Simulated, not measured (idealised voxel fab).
A process module follows: voxel capacitor over wiring.
Each square cell in cross-section cut measures 5 nm, and the section as a whole is 230 nm wide.
Cross-section format: a grid of square cells, given as bands from top to bottom; each band is one or more rows of cells. Within each band entry, the heights of the top and of the bottom of the band appear first, in that order and in nm; the materials of the band then follow from left to right, each with its corresponding width in nm. The designation "edge to edge" on a single material indicates that it fills the band from edge to edge; the designation "blank" indicates empty space. It should be noted that heights are counted from 0, beneath which the wafer as supplied is of one material throughout, and that the lowest band possesses no lower boundary but continues downward, as written in "0 -> down". The width entry "30->40" should be interpreted row by row: the top row of cells in the band takes the first number, the bottom row takes the second number, and the change between adjacent rows is uniform throughout. A step reported as "nothing different" is a step in which no cell of the cross-section changed. Empty spaces without an open route to the top, at least 8 cells in extent, make up the entry "Closed internal voids"; each is given as width x height at distance, where the distance is measured from the left edge, and all are in nm. Past the settings on a step's line: simulator remark, on that step. The line of a step may include "overlay nm". On a step with a mask, this value is how far to the right of its planned place the mask lay. A negative value means the mask lay to the left.
The steps planned for the process are as follows
1) RECEIVE: material Si
2) CONFORMAL_DEP: material SiO2, thk nm 10
3) CONFORMAL_DEP: material SiCN, thk nm 5
4) DIRECTIONAL_DEP: material lowk, thk nm 20
5) MASKED_ETCH: tone open, mask id METAL_1, width nm 30, pitch nm 90, etch materials lowk, depth nm 20, overlay nm 0
6) MASKED_ETCH: tone open, mask id METAL_1, width nm 30, pitch nm 90, etch materials SiCN, depth nm 5, overlay nm 0
7) CONFORMAL_DEP: material TiN, thk nm 5
8) FILL_DEP: material W, thk nm 10
9) CMP: height nm 35
10) EPI: material Ru, thk nm 5
11) FILL_DEP: material SiCN, thk nm 5
12) DIRECTIONAL_DEP: material SiO2, thk nm 15
13) MASKED_ETCH: tone open, mask id PLUG_1, width nm 15, etch materials SiO2, depth nm 15, overlay nm 0
14) MASKED_ETCH: tone open, mask id PLUG_1, width nm 15, etch materials SiCN, depth nm 5, overlay nm 0
15) EPI: material Ru, thk nm 10
16) EPI: material Ru, thk nm 10
17) DIRECTIONAL_DEP: material TiN, thk nm 5
18) DIRECTIONAL_DEP: material SiN, thk nm 5
19) DIRECTIONAL_DEP: material TiN, thk nm 5
20) PATTERN: tone cover, mask id UPPER_PLATE, material resist, width nm 55, thk nm 15, overlay nm 0
21) DIRECTIONAL_ETCH: etch materials TiN, depth nm 5
22) DIRECTIONAL_ETCH: etch materials SiN, depth nm 5
23) STRIP: etch materials resist
24) MASKED_ETCH: tone cover, mask id LOWER_PLATE, width nm 75, etch materials TiN, depth nm 5, overlay nm 0
25) FILL_DEP: material SiO2, thk nm 20
26) CMP: height nm 90
27) PATTERN: tone open, mask id PLUG_2, material resist, width nm 15, thk nm 20, overlay nm 0
28) DIRECTIONAL_ETCH: etch materials SiO2, depth nm 15
29) STRIP: etch materials resist
30) CONFORMAL_DEP: material TiN, thk nm 5
31) FILL_DEP: material Ru, thk nm 10
32) CMP: height nm 90
33) CONFORMAL_DEP: material SiN, thk nm 5
Same starting wafers, different width nm at step 20. Plan value belongs to the first wafer.
After step 1, as received: first of several wafers, cross-section
  0 -> down = Si edge to edge
  Closed internal voids: none
After the module's final step, step 33: the first of several wafers in cross-section
  95 -> 90 = SiN edge to edge
  90 -> 80 = 80 nm SiO2, 5 nm TiN, 5 nm Ru, 5 nm TiN, 135 nm SiO2
  80 -> 70 = 80->75 nm SiO2, 15->55 nm TiN, 135->100 nm SiO2
  70 -> 65 = 75 nm SiO2, 55 nm SiN, 100 nm SiO2
  65 -> 60 = 65 nm SiO2, 75 nm TiN, 90 nm SiO2
  60 -> 45 = 70 nm SiO2, 15 nm Ru, 145 nm SiO2
  45 -> 40 = 70 nm SiCN, 15 nm Ru, 145 nm SiCN
  40 -> 35 = 50 nm SiCN, 40 nm Ru, 50 nm SiCN, 40 nm Ru, 50 nm SiCN
  35 -> 15 = 55 nm lowk, 5 nm TiN, 20 nm W, 5 nm TiN, 60 nm lowk, 5 nm TiN, 20 nm W, 5 nm TiN, 55 nm lowk
  15 -> 10 = 55 nm SiCN, 30 nm TiN, 60 nm SiCN, 30 nm TiN, 55 nm SiCN
  10 -> 0 = SiO2 edge to edge
  0 -> down = Si edge to edge
  Closed internal voids: none
Last wafer x-sec, end of module
  95 -> 90 = SiN edge to edge
  90 -> 80 = 80 nm SiO2, 5 nm TiN, 5 nm Ru, 5 nm TiN, 135 nm SiO2
  80 -> 70 = 80->65 nm SiO2, 15->75 nm TiN, 135->90 nm SiO2
  70 -> 65 = 65 nm SiO2, 80 nm SiN, 85 nm SiO2
  65 -> 60 = 65 nm SiO2, 80 nm TiN, 85 nm SiO2
  60 -> 45 = 70 nm SiO2, 15 nm Ru, 145 nm SiO2
  45 -> 40 = 70 nm SiCN, 15 nm Ru, 145 nm SiCN
  40 -> 35 = 50 nm SiCN, 40 nm Ru, 50 nm SiCN, 40 nm Ru, 50 nm SiCN
  35 -> 15 = 55 nm lowk, 5 nm TiN, 20 nm W, 5 nm TiN, 60 nm lowk, 5 nm TiN, 20 nm W, 5 nm TiN, 55 nm lowk
  15 -> 10 = 55 nm SiCN, 30 nm TiN, 60 nm SiCN, 30 nm TiN, 55 nm SiCN
  10 -> 0 = SiO2 edge to edge
  0 -> down = Si edge to edge
  Closed internal voids: none
each wafer at the end: cells of each material gained (+) or lost (-) since it was received, then its closed voids
width nm 55; +30 Ru; +107 SiCN; +57 SiN; +451 SiO2; +61 TiN; +32 W; +136 lowk; Closed internal voids: none
width nm 60; +30 Ru; +107 SiCN; +58 SiN; +449 SiO2; +62 TiN; +32 W; +136 lowk; Closed internal voids: none
width nm 65; +30 Ru; +107 SiCN; +59 SiN; +447 SiO2; +63 TiN; +32 W; +136 lowk; Closed internal voids: none
width nm 70; +30 Ru; +107 SiCN; +60 SiN; +445 SiO2; +64 TiN; +32 W; +136 lowk; Closed internal voids: none
width nm 75; +30 Ru; +107 SiCN; +61 SiN; +443 SiO2; +65 TiN; +32 W; +136 lowk; Closed internal voids: none
width nm 80; +30 Ru; +107 SiCN; +62 SiN; +441 SiO2; +66 TiN; +32 W; +136 lowk; Closed internal voids: none
